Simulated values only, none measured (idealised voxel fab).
Process module, titled voxel plated lines
FYI the section here is cut, 245 nm wide, cells are 5 nm squares.
Cross-section = grid of square cells, listed top down in bands; band = one or more rows. Each band's line starts with the height of the band's top and of its bottom, in nm. Then come its materials from left to right, each with its width in nm. One material with "full width" fills the band from edge to edge. "blank" is empty space. Heads up on the height convention: 0 is the point under which the incoming wafer is all one material, and the lowest band has no bottom, it just keeps going down, like "z 0 and below". When a width is written as two numbers, as in "30..40", the first number is the width in the top row of cells of the band and the second is the width in its bottom row, and the width changes by the same amount from each row to the next. "no change", as given for a step, is the statement that not any cell of the cross-section underwent a change during that step. Entry "Enclosed void inventory" = empty spaces >= 8 cells with no open way to the top; each as width x height at distance, distance from left edge, all nm. Step line, after settings: the simulator's comment on this step. overlay nm: step with mask; distance mask lay right of planned place; negative value = left of planned place.

THE STEPS PLANNED FOR THE PROCESS ARE AS FOLLOWS
1: RECEIVE | material Si
2: CONFORMAL_DEP | material SiO2 | thk nm 10
3: DIRECTIONAL_DEP | material TiN | thk nm 5
4: PATTERN | tone open | mask id LINES | material resist | width nm 25 | pitch nm 55 | thk nm 15 | overlay nm 0
5: EPI | material Ru | thk nm 10
6: STRIP | etch materials resist
7: DIRECTIONAL_ETCH | etch materials TiN | depth nm 5
8: CONFORMAL_DEP | material SiCN | thk nm 10

ACCOUNT OF THE FIRST OF TWO WAFERS, WHICH WAS PROCESSED AS INTENDED

CROSS-SECTION, INCOMING MATERIAL, AFTER STEP 1
    z 0 and below  Si full width
    Enclosed void inventory: none

ONCE STEP 2 IS THROUGH, THE WAFER LOOKS LIKE THIS IN CROSS-SECTION
    z 10 to 0  SiO2 full width
    Everything below 0 is unchanged.

ONCE STEP 3 IS THROUGH, THE WAFER LOOKS LIKE THIS IN CROSS-SECTION
    z 15 to 10  TiN full width
    Everything below 10 is unchanged.

ONCE STEP 4 IS THROUGH, THE WAFER LOOKS LIKE THIS IN CROSS-SECTION
    z 30 to 15  resist 80 nm, blank 25 nm, resist 30 nm, blank 25 nm, resist 85 nm
    Everything below 15 is unchanged.

ONCE STEP 5 IS THROUGH, THE WAFER LOOKS LIKE THIS IN CROSS-SECTION
    z 30 to 25  resist 80 nm, blank 25 nm, resist 30 nm, blank 25 nm, resist 85 nm
    z 25 to 15  resist 80 nm, Ru 25 nm, resist 30 nm, Ru 25 nm, resist 85 nm
    Everything below 15 is unchanged.

ONCE STEP 6 IS THROUGH, THE WAFER LOOKS LIKE THIS IN CROSS-SECTION
    z 25 to 15  blank 80 nm, Ru 25 nm, blank 30 nm, Ru 25 nm, blank 85 nm
    Everything below 15 is unchanged.

ONCE STEP 7 IS THROUGH, THE WAFER LOOKS LIKE THIS IN CROSS-SECTION
    z 25 to 15  blank 80 nm, Ru 25 nm, blank 30 nm, Ru 25 nm, blank 85 nm
    z 15 to 10  blank 80 nm, TiN 25 nm, blank 30 nm, TiN 25 nm, blank 85 nm
    Everything below 10 is unchanged.

ONCE STEP 8 IS THROUGH, THE WAFER LOOKS LIKE THIS IN CROSS-SECTION
    z 35 to 25  blank 70 nm, SiCN 45 nm, blank 10 nm, SiCN 45 nm, blank 75 nm
    z 25 to 20  blank 70 nm, SiCN 10 nm, Ru 25 nm, SiCN 10 nm, blank 10 nm, SiCN 10 nm, Ru 25 nm, SiCN 10 nm, blank 75 nm
    z 20 to 15  SiCN 80 nm, Ru 25 nm, SiCN 30 nm, Ru 25 nm, SiCN 85 nm
    z 15 to 10  SiCN 80 nm, TiN 25 nm, SiCN 30 nm, TiN 25 nm, SiCN 85 nm
    Everything below 10 is unchanged.

SECOND WAFER, SAME STARTING STATE AND PLAN AS THE FIRST, ONE MISTAKE IN THE RUN, IDENTICAL THROUGH STEP 3

CROSS-SECTIONAL REPRESENTATION OF THE SECOND WAFER AT THE TIME DESIGNATED IN THE PLAN FOR THE COMPLETION OF STEP 4
    z 30 to 15  resist 75 nm, blank 25 nm, resist 30 nm, blank 25 nm, resist 90 nm
    Everything below 15 is unchanged.

CROSS-SECTIONAL REPRESENTATION OF THE SECOND WAFER AT THE TIME DESIGNATED IN THE PLAN FOR THE COMPLETION OF STEP 5
    z 30 to 25  resist 75 nm, blank 25 nm, resist 30 nm, blank 25 nm, resist 90 nm
    z 25 to 15  resist 75 nm, Ru 25 nm, resist 30 nm, Ru 25 nm, resist 90 nm
    Everything below 15 is unchanged.

CROSS-SECTIONAL REPRESENTATION OF THE SECOND WAFER AT THE TIME DESIGNATED IN THE PLAN FOR THE COMPLETION OF STEP 6
    z 25 to 15  blank 75 nm, Ru 25 nm, blank 30 nm, Ru 25 nm, blank 90 nm
    Everything below 15 is unchanged.

CROSS-SECTIONAL REPRESENTATION OF THE SECOND WAFER AT THE TIME DESIGNATED IN THE PLAN FOR THE COMPLETION OF STEP 7
    z 25 to 15  blank 75 nm, Ru 25 nm, blank 30 nm, Ru 25 nm, blank 90 nm
    z 15 to 10  blank 75 nm, TiN 25 nm, blank 30 nm, TiN 25 nm, blank 90 nm
    Everything below 10 is unchanged.

CROSS-SECTIONAL REPRESENTATION OF THE SECOND WAFER AT THE TIME DESIGNATED IN THE PLAN FOR THE COMPLETION OF STEP 8
    z 35 to 25  blank 65 nm, SiCN 45 nm, blank 10 nm, SiCN 45 nm, blank 80 nm
    z 25 to 20  blank 65 nm, SiCN 10 nm, Ru 25 nm, SiCN 10 nm, blank 10 nm, SiCN 10 nm, Ru 25 nm, SiCN 10 nm, blank 80 nm
    z 20 to 15  SiCN 75 nm, Ru 25 nm, SiCN 30 nm, Ru 25 nm, SiCN 90 nm
    z 15 to 10  SiCN 75 nm, TiN 25 nm, SiCN 30 nm, TiN 25 nm, SiCN 90 nm
    Everything below 10 is unchanged.
The mistake made against the process plan was this: in deviation from the planned setting, step 4 was conducted as PATTERN | tone open | mask id LINES | material resist | width nm 25 | pitch nm 55 | thk nm 15 | overlay nm -5
At the end, each material covers as many cells on the second wafer as it does on the first, though the cells it covers are elsewhere.
